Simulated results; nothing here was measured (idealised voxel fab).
Process module, titled voxel ribs on slabs
Square cell edge 5 nm, section width 160 nm, ID cut.
In this document a cross-section is written as a grid of square cells. It is given as a series of bands, listed from the top down, and a band is one or more rows of cells.
The band entry comprises the height of the band's top followed by the height of its bottom, expressed in nm, and subsequently the band's materials from left to right, each stated together with its width in nm. Where a single material is marked with the word "all across", that material fills the band from edge to edge. The word "empty" represents empty space.
We count height from 0. Below that, the starting wafer is all one material. The lowest band never ends at the bottom but goes on down; see "from 0 down" for how that is written.
Read "30 to 40" as a graded width: first number on top, second number at the bottom, same change between each pair of neighbouring rows.
Step note "nothing changed" = no cross-section cell changed.
Basically, "Voids, fully enclosed" tells you about the enclosed voids: empty spaces with no open way to the top, 8 cells or bigger, each written width x height at distance, where distance is from the left edge, all in nm.
If you see something after the settings on a step's line, that's the simulator's own remark about that step.
For masked steps, "overlay nm" on the step line gives how far right of plan the mask actually lay; a minus sign means it lay to the left.
THE PLANNED PROCESS STEPS ARE ENUMERATED HEREUNDER
1. RECEIVE with material Si
2. DIRECTIONAL_DEP with material SiO2, thk nm 20
3. DIRECTIONAL_DEP with material polySi, thk nm 15
4. PATTERN with tone cover, mask id RIB, material resist, width nm 20, thk nm 15, overlay nm 0
5. DIRECTIONAL_ETCH with etch materials polySi, depth nm 5
6. STRIP with etch materials resist
7. PATTERN with tone cover, mask id SLAB, material resist, width nm 60, thk nm 20, overlay nm 0
8. DIRECTIONAL_ETCH with etch materials polySi, depth nm 10
9. STRIP with etch materials resist
10. FILL_DEP with material SiO2, thk nm 25
11. CMP with height nm 50
12. DIRECTIONAL_DEP with material TiN, thk nm 5
13. PATTERN with tone cover, mask id HEATER, material resist, width nm 30, thk nm 15, overlay nm 0
14. DIRECTIONAL_ETCH with etch materials TiN, depth nm 5
15. STRIP with etch materials resist
16. CONFORMAL_DEP with material SiO2, thk nm 10
SO THIS IS THE INCOMING WAFER IN CROSS-SECTION - IT'S ALREADY BEEN THROUGH STEP 1
- from 0 down = Si all across
- Voids, fully enclosed: none
CROSS-SECTIONAL IMAGE OF THE FIRST OF TWO WAFERS AT THE END OF THE MODULE, THE RUN HAVING PROCEEDED AS PLANNED
- from 65 to 60 = empty 55, SiO2 50, empty 55
- from 60 to 55 = SiO2 all across
- from 55 to 50 = SiO2 65, TiN 30, SiO2 65
- from 50 to 35 = SiO2 all across
- from 35 to 30 = SiO2 70, polySi 20, SiO2 70
- from 30 to 20 = SiO2 50, polySi 60, SiO2 50
- from 20 to 0 = SiO2 all across
- from 0 down = Si all across
- Voids, fully enclosed: none
HERE'S THE SECOND OF OUR TWO WAFERS SECTIONED AT MODULE END. SAME START AS THE FIRST, SAME PLAN, BUT ONE MISTAKE GOT MADE RUNNING IT
- from 65 to 60 = empty 55, SiO2 50, empty 55
- from 60 to 55 = SiO2 all across
- from 55 to 50 = SiO2 65, TiN 30, SiO2 65
- from 50 to 40 = SiO2 50, polySi 60, SiO2 50
- from 40 to 0 = SiO2 all across
- from 0 down = Si all across
- Voids, fully enclosed: none
What went wrong in running the wafer? step 2 of the plan saw execution twice
Count the cells at the end and the second wafer has more or fewer of some materials than the first: 4 more of SiO2, 4 fewer of polySi
